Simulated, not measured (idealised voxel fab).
process module | voxel wiring stack
cross-section cut | 240 nm wide | cells 5 nm
A cross-section is a grid of square cells, given in bands from the top down. A band is one or more rows of cells.
Each band's line starts with the height of the band's top and of its bottom, in nm. Then come its materials from left to right, each with its width in nm. One material with "throughout" fills the band from edge to edge. "air" is empty space.
Height 0 is the level under which the wafer as received is all one material. The lowest band goes on downwards, as in "0 down".
A width such as "30 to 40" changes by the same amount from each row of cells to the next, from the band's top row to its bottom row.
"no change" after a step means that no cell of the cross-section changed.
closed voids: empty space of 8 cells or more with no open way to the top, each as width x height at its distance from the left edge, in nm
after a step's settings: what the simulator itself notes on the step
overlay nm, on a step with a mask: how far to the right of its planned place the mask lay; to the left if negative
plan
1 op RECEIVE | material Si
2 op CONFORMAL_DEP | material SiO2 | thk nm 15
3 op DIRECTIONAL_DEP | material TiN | thk nm 5
4 op DIRECTIONAL_DEP | material W | thk nm 20
5 op PATTERN | tone cover | mask id METAL_1 | material resist | width nm 25 | pitch nm 45 | thk nm 15 | overlay nm 0
6 op DIRECTIONAL_ETCH | etch materials W | depth nm 20
7 op DIRECTIONAL_ETCH | etch materials TiN | depth nm 5
8 op STRIP | etch materials resist
9 op FILL_DEP | material SiO2 | thk nm 10
10 op CMP | height nm 40
11 op CONFORMAL_DEP | material SiCN | thk nm 5
12 op DIRECTIONAL_DEP | material SiO2 | thk nm 25
13 op MASKED_ETCH | tone open | mask id METAL_2_HOLES | width nm 15 | pitch nm 90 | etch materials SiO2 | depth nm 25 | overlay nm 0
14 op PATTERN | tone open | mask id METAL_2 | material resist | width nm 25 | pitch nm 45 | thk nm 15 | overlay nm 0
15 op DIRECTIONAL_ETCH | etch materials SiO2 | depth nm 15
16 op DIRECTIONAL_ETCH | etch materials SiCN | depth nm 5
17 op STRIP | etch materials resist
18 op CONFORMAL_DEP | material TiN | thk nm 5
19 op FILL_DEP | material Cu | thk nm 10
20 op CMP | height nm 70
21 op CONFORMAL_DEP | material SiCN | thk nm 5
22 op DIRECTIONAL_DEP | material SiO2 | thk nm 35
23 op DIRECTIONAL_DEP | material aC | thk nm 15
24 op PATTERN | tone open | mask id METAL_3 | material resist | width nm 25 | pitch nm 45 | thk nm 35 | overlay nm 0
25 op DIRECTIONAL_ETCH | etch materials aC | depth nm 15
26 op STRIP | etch materials resist
27 op DIRECTIONAL_ETCH | etch materials SiO2 | depth nm 20
28 op STRIP | etch materials aC
29 op PATTERN | tone open | mask id METAL_3_HOLES | material resist | width nm 15 | pitch nm 90 | thk nm 20 | overlay nm 0
30 op DIRECTIONAL_ETCH | etch materials SiO2 | depth nm 15
31 op DIRECTIONAL_ETCH | etch materials SiCN | depth nm 5
32 op STRIP | etch materials resist
33 op CONFORMAL_DEP | material TiN | thk nm 5
34 op FILL_DEP | material Ru | thk nm 10
35 op CMP | height nm 110
36 op CONFORMAL_DEP | material SiCN | thk nm 5
37 op DIRECTIONAL_DEP | material SiO2 | thk nm 25
38 op DIRECTIONAL_DEP | material aC | thk nm 15
39 op PATTERN | tone open | mask id METAL_4 | material resist | width nm 25 | pitch nm 45 | thk nm 30 | overlay nm 0
40 op DIRECTIONAL_ETCH | etch materials aC | depth nm 15
41 op STRIP | etch materials resist
42 op DIRECTIONAL_ETCH | etch materials SiO2 | depth nm 15
43 op STRIP | etch materials aC
44 op PATTERN | tone open | mask id METAL_4_HOLES | material resist | width nm 15 | pitch nm 90 | thk nm 20 | overlay nm 0
45 op DIRECTIONAL_ETCH | etch materials SiO2 | depth nm 10
46 op DIRECTIONAL_ETCH | etch materials SiCN | depth nm 5
47 op STRIP | etch materials resist
48 op CONFORMAL_DEP | material TiN | thk nm 5
49 op FILL_DEP | material Cu | thk nm 10
50 op CMP | height nm 140
51 op CONFORMAL_DEP | material SiN | thk nm 5
as received, after step 1
  0 down: Si throughout
  closed voids: none
first wafer at the end, as planned
  145 to 140: SiN throughout
  140 to 130: SiO2 60 | TiN 5 | Cu 15 | TiN 5 | SiO2 20 | TiN 5 | Cu 15 | TiN 5 | SiO2 20 | TiN 5 | Cu 15 | TiN 5 | SiO2 65
  130 to 125: SiO2 60 | TiN 5 | Cu 5 | TiN 15 | SiO2 20 | TiN 25 | SiO2 20 | TiN 5 | Cu 5 | TiN 15 | SiO2 65
  125 to 115: SiO2 60 | TiN 5 | Cu 5 | TiN 5 | SiO2 75 | TiN 5 | Cu 5 | TiN 5 | SiO2 75
  115 to 110: SiCN 60 | TiN 15 | SiCN 75 | TiN 15 | SiCN 75
  110 to 95: SiO2 60 | TiN 5 | Ru 15 | TiN 5 | SiO2 20 | TiN 5 | Ru 15 | TiN 5 | SiO2 20 | TiN 5 | Ru 15 | TiN 5 | SiO2 65
  95 to 90: SiO2 60 | TiN 5 | Ru 5 | TiN 15 | SiO2 20 | TiN 25 | SiO2 20 | TiN 5 | Ru 5 | TiN 15 | SiO2 65
  90 to 75: SiO2 60 | TiN 5 | Ru 5 | TiN 5 | SiO2 75 | TiN 5 | Ru 5 | TiN 5 | SiO2 75
  75 to 70: SiCN 60 | TiN 15 | SiCN 75 | TiN 15 | SiCN 75
  70 to 60: SiO2 60 | TiN 5 | Cu 15 | TiN 5 | SiO2 20 | TiN 5 | Cu 15 | TiN 5 | SiO2 20 | TiN 5 | Cu 15 | TiN 5 | SiO2 65
  60 to 55: SiO2 60 | TiN 5 | Cu 5 | TiN 15 | SiO2 20 | TiN 25 | SiO2 20 | TiN 5 | Cu 5 | TiN 15 | SiO2 65
  55 to 45: SiO2 60 | TiN 5 | Cu 5 | TiN 5 | SiO2 75 | TiN 5 | Cu 5 | TiN 5 | SiO2 75
  45 to 40: SiCN 60 | TiN 15 | SiCN 75 | TiN 15 | SiCN 75
  40 to 20: SiO2 60 | W 25 | SiO2 20 | W 25 | SiO2 20 | W 25 | SiO2 65
  20 to 15: SiO2 60 | TiN 25 | SiO2 20 | TiN 25 | SiO2 20 | TiN 25 | SiO2 65
  15 to 0: SiO2 throughout
  0 down: Si throughout
  closed voids: none
second wafer at the end: like start, like plan, one mistake
  145 to 140: SiN throughout
  140 to 130: SiO2 60 | TiN 5 | Cu 15 | TiN 5 | SiO2 20 | TiN 5 | Cu 15 | TiN 5 | SiO2 20 | TiN 5 | Cu 15 | TiN 5 | SiO2 65
  130 to 125: SiO2 60 | TiN 5 | Cu 5 | TiN 15 | SiO2 20 | TiN 25 | SiO2 20 | TiN 5 | Cu 5 | TiN 15 | SiO2 65
  125 to 115: SiO2 60 | TiN 5 | Cu 5 | TiN 5 | SiO2 75 | TiN 5 | Cu 5 | TiN 5 | SiO2 75
  115 to 110: SiCN 60 | TiN 15 | SiCN 75 | TiN 15 | SiCN 75
  110 to 95: SiO2 60 | TiN 5 | Ru 15 | TiN 5 | SiO2 20 | TiN 5 | Ru 15 | TiN 5 | SiO2 20 | TiN 5 | Ru 15 | TiN 5 | SiO2 65
  95 to 90: SiO2 60 | TiN 5 | Ru 5 | TiN 15 | SiO2 20 | TiN 25 | SiO2 20 | TiN 5 | Ru 5 | TiN 15 | SiO2 65
  90 to 75: SiO2 60 | TiN 5 | Ru 5 | TiN 5 | SiO2 75 | TiN 5 | Ru 5 | TiN 5 | SiO2 75
  75 to 70: SiCN 60 | TiN 15 | SiCN 75 | TiN 15 | SiCN 75
  70 to 65: SiCN 60 | TiN 25 | SiCN 20 | TiN 25 | SiCN 20 | TiN 25 | SiCN 65
  65 to 40: SiCN throughout
  40 to 20: SiO2 60 | W 25 | SiO2 20 | W 25 | SiO2 20 | W 25 | SiO2 65
  20 to 15: SiO2 60 | TiN 25 | SiO2 20 | TiN 25 | SiO2 20 | TiN 25 | SiO2 65
  15 to 0: SiO2 throughout
  0 down: Si throughout
  closed voids: none
what went wrong: step 12 ran as: op DIRECTIONAL_DEP | material SiCN | thk nm 25
at the end the second wafer has, in cells: 24 fewer of Cu | 231 more of SiCN | 183 fewer of SiO2 | 24 fewer of TiN
